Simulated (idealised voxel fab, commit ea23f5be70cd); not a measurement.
The name of this process module is voxel transistor to metal.
Shown is cross-section cut, with a width of 160 nm and square cells of size 5 nm.
Reading order for cross-sections: top band down to bottom band. Underlying form: a grid of square cells. Band size: one or more rows of cells. Top, bottom (nm), then materials left to right with widths (nm); lone material tagged "full width" fills the whole band edge to edge; "blank" = empty space. It should be noted that heights are counted from 0, beneath which the wafer as supplied is of one material throughout, and that the lowest band possesses no lower boundary but continues downward, as written in "z 0 and below". When a width is written as two numbers, as in "30->40", the first number is the width in the top row of cells of the band and the second is the width in its bottom row, and the width changes by the same amount from each row to the next. It should be understood that the words "nothing changed", when stated for a given step, signify that the cross-section underwent no change in any of its cells during that step. In "Enclosed cavity list" the enclosed voids are listed, meaning empty spaces of 8 cells or larger without any opening to the top. The form is width x height at distance, distance from the left edge, units nm. Formally, on a step line, whatever follows the settings is a remark that the simulator itself makes on the step. overlay nm: right-of-plan distance of the mask on a masked step; negative values mean left-of-plan.
-- Steps planned for the process
1 RECEIVE [material Si]
2 OXIDIZE [depth nm 5]
3 CONFORMAL_DEP [material SiN] [thk nm 15]
4 DIRECTIONAL_DEP [material aC] [thk nm 10]
5 PATTERN [tone cover] [mask id ACTIVE] [material resist] [width nm 125] [thk nm 30] [overlay nm 0]
6 DIRECTIONAL_ETCH [etch materials aC] [depth nm 10]
7 STRIP [etch materials resist]
8 DIRECTIONAL_ETCH [etch materials SiN] [depth nm 15]
9 DIRECTIONAL_ETCH [etch materials SiO2] [depth nm 5]
10 DIRECTIONAL_ETCH [etch materials Si] [depth nm 30]
11 STRIP [etch materials aC]
12 OXIDIZE [depth nm 5]
13 FILL_DEP [material SiO2] [thk nm 15]
14 CMP [height nm 15]
15 SELECTIVE_ETCH [etch materials SiO2] [depth nm 10]
16 STRIP [etch materials SiN]
17 SELECTIVE_ETCH [etch materials SiO2] [depth nm 5]
18 OXIDIZE [depth nm 5]
19 DIRECTIONAL_DEP [material polySi] [thk nm 20]
20 DIRECTIONAL_DEP [material SiCN] [thk nm 10]
21 DIRECTIONAL_DEP [material aC] [thk nm 10]
22 PATTERN [tone cover] [mask id GATE] [material resist] [width nm 25] [thk nm 30] [overlay nm 0]
23 DIRECTIONAL_ETCH [etch materials aC] [depth nm 10]
24 STRIP [etch materials resist]
25 DIRECTIONAL_ETCH [etch materials SiCN] [depth nm 20]
26 DIRECTIONAL_ETCH [etch materials polySi] [depth nm 30]
27 STRIP [etch materials aC]
28 CONFORMAL_DEP [material SiO2] [thk nm 5]
29 DIRECTIONAL_ETCH [etch materials SiO2] [depth nm 5]
30 CONFORMAL_DEP [material SiN] [thk nm 5]
31 DIRECTIONAL_ETCH [etch materials SiN] [depth nm 5]
32 DIRECTIONAL_ETCH [etch materials SiO2] [depth nm 5]
33 DIRECTIONAL_ETCH [etch materials Si] [depth nm 5]
34 EPI [material nSi] [thk nm 5]
35 FILL_DEP [material SiO2] [thk nm 10]
36 CMP [height nm 25]
37 DIRECTIONAL_DEP [material SiO2] [thk nm 15]
38 MASKED_ETCH [tone open] [mask id CONTACT] [width nm 20] [pitch nm 85] [etch materials SiO2] [depth nm 50] [overlay nm 0]
39 CONFORMAL_DEP [material TiN] [thk nm 5]
40 FILL_DEP [material Ru] [thk nm 5]
41 CMP [height nm 40]
42 DIRECTIONAL_DEP [material TiN] [thk nm 5]
43 DIRECTIONAL_DEP [material Ru] [thk nm 20]
44 PATTERN [tone cover] [mask id METAL_1] [material resist] [width nm 20] [pitch nm 85] [thk nm 20] [overlay nm 0]
45 DIRECTIONAL_ETCH [etch materials Ru] [depth nm 20]
46 DIRECTIONAL_ETCH [etch materials TiN] [depth nm 5]
47 STRIP [etch materials resist]
48 CONFORMAL_DEP [material SiN] [thk nm 5]
49 FILL_DEP [material SiO2] [thk nm 10]
50 CMP [height nm 65]
51 CONFORMAL_DEP [material SiCN] [thk nm 5]
-- Delivered wafer in cross-section: state after step 1
> z 0 and below = Si full width
> Enclosed cavity list: none
-- This is how the wafer looks in cross-section once the module is done, given the starting state and plan above and one mistake in carrying the plan out
> z 70 to 65 = SiCN full width
> z 65 to 45 = SiO2 15; SiN 5; Ru 30; SiN 5; SiO2 45; SiN 5; Ru 30; SiN 5; SiO2 20
> z 45 to 40 = SiN 20; TiN 30; SiN 55; TiN 30; SiN 25
> z 40 to 25 = SiO2 25; TiN 5; Ru 10; TiN 5; SiO2 65; TiN 5; Ru 10; TiN 5; SiO2 30
> z 25 to 15 = SiO2 25; TiN 5; Ru 10; TiN 5; SiO2 10; SiN 5; SiO2 5; SiCN 25; SiO2 5; SiN 5; SiO2 10; TiN 5; Ru 10; TiN 5; SiO2 30
> z 15 to 0 = SiO2 25; TiN 5; Ru 10; TiN 5; SiO2 10; SiN 5; SiO2 5; polySi 25; SiO2 5; SiN 5; SiO2 10; TiN 5; Ru 10; TiN 5; SiO2 30
> z 0 to -5 = SiO2 15; SiN 5; SiO2 5; TiN 5; Ru 10; TiN 5; SiO2 10; SiN 5; SiO2 5; polySi 25; SiO2 5; SiN 5; SiO2 10; TiN 5; Ru 10; TiN 5; SiO2 5; SiN 5; SiO2 20
> z -5 to -10 = SiO2 25; TiN 20; SiO2 5; nSi 5; SiO2 45; nSi 5; SiO2 5; TiN 20; SiO2 30
> z -10 to -15 = SiO2 20; nSi 35; Si 45; nSi 35; SiO2 25
> z -15 to -40 = SiO2 20; Si 115; SiO2 25
> z -40 and below = Si full width
> Enclosed cavity list: none
Against the plan, the run slipped here: step 44: run off-plan, actual operation and settings PATTERN [tone cover] [mask id METAL_1] [material resist] [width nm 30] [pitch nm 85] [thk nm 20] [overlay nm 0]
